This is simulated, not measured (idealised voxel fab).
process module | voxel double patterning
cross-section cut | 255 nm wide | cells 5 nm
A cross-section is a grid of square cells, given in bands from the top down. A band is one or more rows of cells.
Each band's line starts with the height of the band's top and of its bottom, in nm. Then come its materials from left to right, each with its width in nm. One material with "throughout" fills the band from edge to edge. "air" is empty space.
Height 0 is the level under which the wafer as received is all one material. The lowest band goes on downwards, as in "0 down".
A width such as "30 to 40" changes by the same amount from each row of cells to the next, from the band's top row to its bottom row.
"no change" after a step means that no cell of the cross-section changed.
closed voids: empty space of 8 cells or more with no open way to the top, each as width x height at its distance from the left edge, in nm
after a step's settings: what the simulator itself notes on the step
overlay nm, on a step with a mask: how far to the right of its planned place the mask lay; to the left if negative
plan
1 op RECEIVE | material Si
2 op CONFORMAL_DEP | material SiN | thk nm 5
3 op DIRECTIONAL_DEP | material SiO2 | thk nm 10
4 op DIRECTIONAL_DEP | material SiCN | thk nm 10
5 op MASKED_ETCH | tone open | mask id FIRST | width nm 15 | pitch nm 50 | etch materials SiCN | depth nm 10 | overlay nm 0
6 op DIRECTIONAL_DEP | material aC | thk nm 10
7 op PATTERN | tone open | mask id SECOND | material resist | width nm 15 | pitch nm 50 | thk nm 25 | overlay nm 0
8 op DIRECTIONAL_ETCH | etch materials aC | depth nm 10
9 op STRIP | etch materials resist
10 op DIRECTIONAL_ETCH | etch materials SiCN | depth nm 10
11 op STRIP | etch materials aC
12 op DIRECTIONAL_ETCH | etch materials SiO2 | depth nm 10
13 op STRIP | etch materials SiCN
first wafer, as planned
as received, after step 1
  0 down: Si throughout
  closed voids: none
after step 2
  5 to 0: SiN throughout
  below 0: unchanged
after step 3
  15 to 5: SiO2 throughout
  below 5: unchanged
after step 4
  25 to 15: SiCN throughout
  below 15: unchanged
after step 5
  25 to 15: SiCN 70 | air 15 | SiCN 35 | air 15 | SiCN 35 | air 15 | SiCN 70
  below 15: unchanged
after step 6
  35 to 25: aC 70 | air 15 | aC 35 | air 15 | aC 35 | air 15 | aC 70
  25 to 15: SiCN 70 | aC 15 | SiCN 35 | aC 15 | SiCN 35 | aC 15 | SiCN 70
  below 15: unchanged
after step 7
  60 to 35: resist 95 | air 15 | resist 35 | air 15 | resist 95
  35 to 25: aC 70 | resist 15 | aC 35 | resist 15 | aC 35 | resist 15 | aC 70
  below 25: unchanged
after step 8
  50 to 35: resist 95 | air 15 | resist 35 | air 15 | resist 95
  35 to 25: aC 70 | resist 15 | aC 10 | air 15 | aC 10 | resist 15 | aC 10 | air 15 | aC 10 | resist 15 | aC 70
  below 25: unchanged
after step 9
  35 to 25: aC 70 | air 15 | aC 10 | air 15 | aC 10 | air 15 | aC 10 | air 15 | aC 10 | air 15 | aC 70
  below 25: unchanged
after step 10
  35 to 25: aC 70 | air 15 | aC 10 | air 15 | aC 10 | air 15 | aC 10 | air 15 | aC 10 | air 15 | aC 70
  25 to 15: SiCN 70 | aC 15 | SiCN 10 | air 15 | SiCN 10 | aC 15 | SiCN 10 | air 15 | SiCN 10 | aC 15 | SiCN 70
  below 15: unchanged
after step 11
  25 to 15: SiCN 70 | air 15 | SiCN 10 | air 15 | SiCN 10 | air 15 | SiCN 10 | air 15 | SiCN 10 | air 15 | SiCN 70
  below 15: unchanged
after step 12
  25 to 15: SiCN 70 | air 15 | SiCN 10 | air 15 | SiCN 10 | air 15 | SiCN 10 | air 15 | SiCN 10 | air 15 | SiCN 70
  15 to 5: SiO2 70 | air 15 | SiO2 10 | air 15 | SiO2 10 | air 15 | SiO2 10 | air 15 | SiO2 10 | air 15 | SiO2 70
  below 5: unchanged
after step 13
  15 to 5: SiO2 70 | air 15 | SiO2 10 | air 15 | SiO2 10 | air 15 | SiO2 10 | air 15 | SiO2 10 | air 15 | SiO2 70
  below 5: unchanged
second wafer: like start, like plan, one mistake. Through step 11 it matches the first wafer
when step 12 should have ended
  25 to 15: SiCN 70 | air 15 | SiCN 10 | air 15 | SiCN 10 | air 15 | SiCN 10 | air 15 | SiCN 10 | air 15 | SiCN 70
  15 to 5: SiO2 70 | air 15 | SiO2 10 | air 15 | SiO2 10 | air 15 | SiO2 10 | air 15 | SiO2 10 | air 15 | SiO2 70
  below 5: unchanged
when step 13 should have ended
  15 to 5: SiO2 70 | air 15 | SiO2 10 | air 15 | SiO2 10 | air 15 | SiO2 10 | air 15 | SiO2 10 | air 15 | SiO2 70
  below 5: unchanged
what went wrong: step 12 was run twice
at the end the two cross-sections are the same: no effect in what this model computes
